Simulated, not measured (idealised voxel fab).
Proc. module: voxel released beams
Section shown: cut. Width: 240 nm. Cell size: 5 nm, square.
In this document a cross-section is written as a grid of square cells. It is given as a series of bands, listed from the top down, and a band is one or more rows of cells. Heights first: top, then bottom, in nm. Then materials, left to right, each with a width in nm. "everywhere" on a single material: fills the band edge to edge. "empty": empty space. Convention: height 0 is the level below which the wafer, as received, is all one material. The lowest band does not terminate at the bottom but continues downward, represented as "0 nm and below". The two numbers in a width such as "30 to 40" mark its ends across the band: the first belongs to the top row of cells, the second to the bottom row, and from each row to the next the width moves by the same amount. Basically "identical to before" means that step didn't change any cell in the cross-section. Entry "Closed void table" = empty spaces >= 8 cells with no open way to the top; each as width x height at distance, distance from left edge, all nm. Where a step's line continues beyond its settings, the continuation is a remark by the simulator itself on that step. overlay nm: mask right of planned place by this much (step with mask). Neg. = left.
## Here's what the planned process steps look like
| 1 | RECEIVE,material Si |
| 2 | CONFORMAL_DEP,material SiN,thk nm 10 |
| 3 | DIRECTIONAL_DEP,material SiO2,thk nm 10 |
| 4 | PATTERN,tone open,mask id ANCHOR,material resist,width nm 45,thk nm 20,overlay nm 0 |
| 5 | DIRECTIONAL_ETCH,etch materials SiO2,depth nm 10 |
| 6 | STRIP,etch materials resist |
| 7 | CONFORMAL_DEP,material W,thk nm 5 |
| 8 | MASKED_ETCH,tone cover,mask id BEAM,width nm 105,etch materials W,depth nm 15,overlay nm 0 |
| 9 | STRIP,etch materials SiO2 |
Don't read the plan's thk nm for step 7 as applying to every wafer: that's the first wafer's value, and the wafers differ in it, though they all start identical.
## The first of several wafers, as received after step 1, seen in section
0 nm and below | Si everywhere
Closed void table: none
## After the module's final step, step 9: the first of several wafers in cross-section
25 nm to 15 nm | 65 to 70 empty  10 to 5 W  35 empty  60 to 5 W  70 to 125 empty
15 nm to 10 nm | 70 empty  45 W  125 empty
10 nm to 0 nm | SiN everywhere
0 nm and below | Si everywhere
Closed void table: none
## Cross-section, module end, final of several wafers
50 nm to 35 nm | 65 empty  105 W  70 empty
35 nm to 20 nm | W everywhere
20 nm to 10 nm | 70 SiO2  45 W  125 SiO2
10 nm to 0 nm | SiN everywhere
0 nm and below | Si everywhere
Closed void table: none
## Rows = wafers. At module end, each row lists per material the cells gained (+) or lost (-) since the wafer was received, then the closed voids
thk nm 5; +96 SiN; +25 W; Closed void table: none
thk nm 10; +96 SiN; +50 W; Closed void table: none
thk nm 15; +96 SiN; +75 W; Closed void table: none
thk nm 20; +96 SiN; +78 SiO2; +127 W; Closed void table: none
thk nm 25; +96 SiN; +78 SiO2; +177 W; Closed void table: none
thk nm 30; +96 SiN; +78 SiO2; +225 W; Closed void table: none
